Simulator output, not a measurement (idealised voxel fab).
The following process module bears the name voxel lift off.
Displayed cross-section: cut, width of 170 nm, square cells sized 5 nm.
Square cells in a grid make up a cross-section in this document, and the grid is given as bands, listed from the top down, each one or more rows of cells.
In this notation a band is specified by the heights of its top and bottom, in that order and in nm, after which its materials appear from left to right, each paired with its width in nm. The word "all across" attached to a single material means that material fills the band from edge to edge; the word "air" stands for empty space.
The reference from which all heights are counted is 0, the level beneath which the as-received wafer is entirely one material; the lowest band, having no lower bound, proceeds downward and is written after the example "0..down".
So if you see something like "30 to 40" for the width, read it as the top row of the band sitting at the first number and the bottom row at the second, with every row in between moving by the same amount as the last.
"no change" -> step changed no cross-section cell.
Enclosed voids (no open way to top), threshold 8 cells or more, entry "Closed void roster", notation width x height at distance, distance from left edge, nm.
Heads up: the bit after the settings on a step's line is the simulator's remark on that step.
The optional step-line setting "overlay nm" applies to steps with a mask and quantifies how far to the right of its planned location the mask lay, a negative value indicating leftward placement.

Planned process steps
1) RECEIVE, material Si
2) CONFORMAL_DEP, material Al2O3, thk nm 15
3) PATTERN, tone open, mask id LINES, material resist, width nm 25, pitch nm 50, thk nm 30, overlay nm 0
4) DIRECTIONAL_DEP, material Ru, thk nm 15
5) STRIP, etch materials resist
6) CONFORMAL_DEP, material SiN, thk nm 5

As-received state of the wafer in cross-section, equivalent to post-step 1
    0..down = Si all across
    Closed void roster: none

The first of the two wafers as seen in cross-section once the module was finished; processing followed the plan
    35..30 = 40 of air  35 of SiN  15 of air  35 of SiN  45 of air
    30..20 = 40 of air  5 of SiN  25 of Ru  5 of SiN  15 of air  5 of SiN  25 of Ru  5 of SiN  45 of air
    20..15 = 45 of SiN  25 of Ru  25 of SiN  25 of Ru  50 of SiN
    15..0 = Al2O3 all across
    0..down = Si all across
    Closed void roster: none

Here's the second of our two wafers sectioned at module end. Same start as the first, same plan, but one mistake got made running it
    20..15 = SiN all across
    15..0 = Al2O3 all across
    0..down = Si all across
    Closed void roster: none
Against the plan, the run slipped here: plan step 4 was not performed, having been skipped
End check, counted in cells, second wafer has more or fewer of these materials than the first: Ru -30; SiN -12
